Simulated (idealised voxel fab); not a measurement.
process module | voxel released beams
This is section cut - it's 235 nm across, gridded in 5 nm square cells.
Throughout this document, each cross-section is represented as a grid of square cells and is presented as a sequence of bands enumerated from the top downward, where a band comprises one or more rows of cells. Top height, bottom height, nm. Materials left to right, width each, nm. Single material + "full width" = fills band edge to edge. "empty" = empty. Height datum 0, below which the as-received substrate wafer is one material. Lowest band open at the bottom, running downward: "0 nm and below". With a width like "30 to 40", each row of cells in the band differs from the next by the same amount, the top row carrying the first number and the bottom row the second. The cross-section has no changed cell in any step marked "no change". Look at "Voids, fully enclosed" for the closed voids: empty spaces with no open path to the top, sized 8 cells or up. Each is width x height at distance, distance from the left edge, all nm. It should be noted that, on the line of a given step, the content following the step's settings is a remark produced by the simulator itself with respect to that step. overlay nm: mask right of planned place by this much (step with mask). Neg. = left.
Listed below are the process steps as planned:
1,RECEIVE, material Si
2,CONFORMAL_DEP, material Al2O3, thk nm 5
3,DIRECTIONAL_DEP, material SiO2, thk nm 10
4,DIRECTIONAL_DEP, material aC, thk nm 10
5,PATTERN, tone open, mask id ANCHOR, material resist, width nm 35, thk nm 30, overlay nm 0
6,DIRECTIONAL_ETCH, etch materials aC, depth nm 10
7,STRIP, etch materials resist
8,DIRECTIONAL_ETCH, etch materials SiO2, depth nm 10
9,STRIP, etch materials aC
10,CONFORMAL_DEP, material SiN, thk nm 15
11,PATTERN, tone cover, mask id BEAM, material resist, width nm 120, thk nm 15, overlay nm 0
12,DIRECTIONAL_ETCH, etch materials SiN, depth nm 15
13,STRIP, etch materials resist
14,STRIP, etch materials SiO2
First of two wafers, processed according to plan:
Cross-sectional view of the wafer in its as-received condition, corresponding to the state after step 1:
* 0 nm and below | Si full width
* Voids, fully enclosed: none
Cross-section of the wafer subsequent to step 2:
* 5 nm to 0 nm | Al2O3 full width
* Everything under 0 stays put, no change at all.
Cross-section of the wafer subsequent to step 3:
* 15 nm to 5 nm | SiO2 full width
* Everything under 5 stays put, no change at all.
Cross-section of the wafer subsequent to step 4:
* 25 nm to 15 nm | aC full width
* Everything under 15 stays put, no change at all.
Cross-section of the wafer subsequent to step 5:
* 55 nm to 25 nm | 60 of resist / 35 of empty / 140 of resist
* Everything under 25 stays put, no change at all.
Cross-section of the wafer subsequent to step 6:
* 45 nm to 25 nm | 60 of resist / 35 of empty / 140 of resist
* 25 nm to 15 nm | 60 of aC / 35 of empty / 140 of aC
* Everything under 15 stays put, no change at all.
Cross-section of the wafer subsequent to step 7:
* 25 nm to 15 nm | 60 of aC / 35 of empty / 140 of aC
* Everything under 15 stays put, no change at all.
Cross-section of the wafer subsequent to step 8:
* 25 nm to 15 nm | 60 of aC / 35 of empty / 140 of aC
* 15 nm to 5 nm | 60 of SiO2 / 35 of empty / 140 of SiO2
* Everything under 5 stays put, no change at all.
Cross-section of the wafer subsequent to step 9:
* 15 nm to 5 nm | 60 of SiO2 / 35 of empty / 140 of SiO2
* Everything under 5 stays put, no change at all.
Cross-section of the wafer subsequent to step 10:
* 30 nm to 20 nm | 75 of SiN / 5 of empty / 155 of SiN
* 20 nm to 15 nm | SiN full width
* 15 nm to 5 nm | 60 of SiO2 / 35 of SiN / 140 of SiO2
* Everything under 5 stays put, no change at all.
Cross-section of the wafer subsequent to step 11:
* 45 nm to 30 nm | 55 of empty / 120 of resist / 60 of empty
* 30 nm to 20 nm | 75 of SiN / 5 of resist / 155 of SiN
* Everything under 20 stays put, no change at all.
Cross-section of the wafer subsequent to step 12:
* 45 nm to 30 nm | 55 of empty / 120 of resist / 60 of empty
* 30 nm to 20 nm | 55 of empty / 20 of SiN / 5 of resist / 95 of SiN / 60 of empty
* 20 nm to 15 nm | 55 of empty / 120 of SiN / 60 of empty
* Everything under 15 stays put, no change at all.
Cross-section of the wafer subsequent to step 13:
* 30 nm to 20 nm | 55 of empty / 20 of SiN / 5 of empty / 95 of SiN / 60 of empty
* Everything under 20 stays put, no change at all.
Cross-section of the wafer subsequent to step 14:
* 30 nm to 20 nm | 55 of empty / 20 of SiN / 5 of empty / 95 of SiN / 60 of empty
* 20 nm to 15 nm | 55 of empty / 120 of SiN / 60 of empty
* 15 nm to 5 nm | 60 of empty / 35 of SiN / 140 of empty
* Everything under 5 stays put, no change at all.
Second of two: same start, same plan, one run error; steps up to and including 1 match the first:
Here is the second wafer in cross-section at the point where step 2 of the plan should have been done:
* 10 nm to 0 nm | SiO2 full width
* Everything under 0 stays put, no change at all.
Here is the second wafer in cross-section at the point where step 3 of the plan should have been done:
* 15 nm to 10 nm | Al2O3 full width
* Everything under 10 stays put, no change at all.
Here is the second wafer in cross-section at the point where step 4 of the plan should have been done:
* 25 nm to 15 nm | aC full width
* Everything under 15 stays put, no change at all.
Here is the second wafer in cross-section at the point where step 5 of the plan should have been done:
* 55 nm to 25 nm | 60 of resist / 35 of empty / 140 of resist
* Everything under 25 stays put, no change at all.
Here is the second wafer in cross-section at the point where step 6 of the plan should have been done:
* 45 nm to 25 nm | 60 of resist / 35 of empty / 140 of resist
* 25 nm to 15 nm | 60 of aC / 35 of empty / 140 of aC
* Everything under 15 stays put, no change at all.
Here is the second wafer in cross-section at the point where step 7 of the plan should have been done:
* 25 nm to 15 nm | 60 of aC / 35 of empty / 140 of aC
* Everything under 15 stays put, no change at all.
Here is the second wafer in cross-section at the point where step 8 of the plan should have been done: no change
Here is the second wafer in cross-section at the point where step 9 of the plan should have been done:
* 15 nm to 10 nm | Al2O3 full width
* Everything under 10 stays put, no change at all.
Here is the second wafer in cross-section at the point where step 10 of the plan should have been done:
* 30 nm to 15 nm | SiN full width
* Everything under 15 stays put, no change at all.
Here is the second wafer in cross-section at the point where step 11 of the plan should have been done:
* 45 nm to 30 nm | 55 of empty / 120 of resist / 60 of empty
* Everything under 30 stays put, no change at all.
Here is the second wafer in cross-section at the point where step 12 of the plan should have been done:
* 45 nm to 30 nm | 55 of empty / 120 of resist / 60 of empty
* 30 nm to 15 nm | 55 of empty / 120 of SiN / 60 of empty
* Everything under 15 stays put, no change at all.
Here is the second wafer in cross-section at the point where step 13 of the plan should have been done:
* 30 nm to 15 nm | 55 of empty / 120 of SiN / 60 of empty
* Everything under 15 stays put, no change at all.
Here is the second wafer in cross-section at the point where step 14 of the plan should have been done: no change
Plan not followed: steps 2 and 3 got flipped, so each one ran where the other should have
Wafer comparison, final, in cells, second relative to first, materials more or fewer: SiN: 12 fewer, SiO2: 94 more
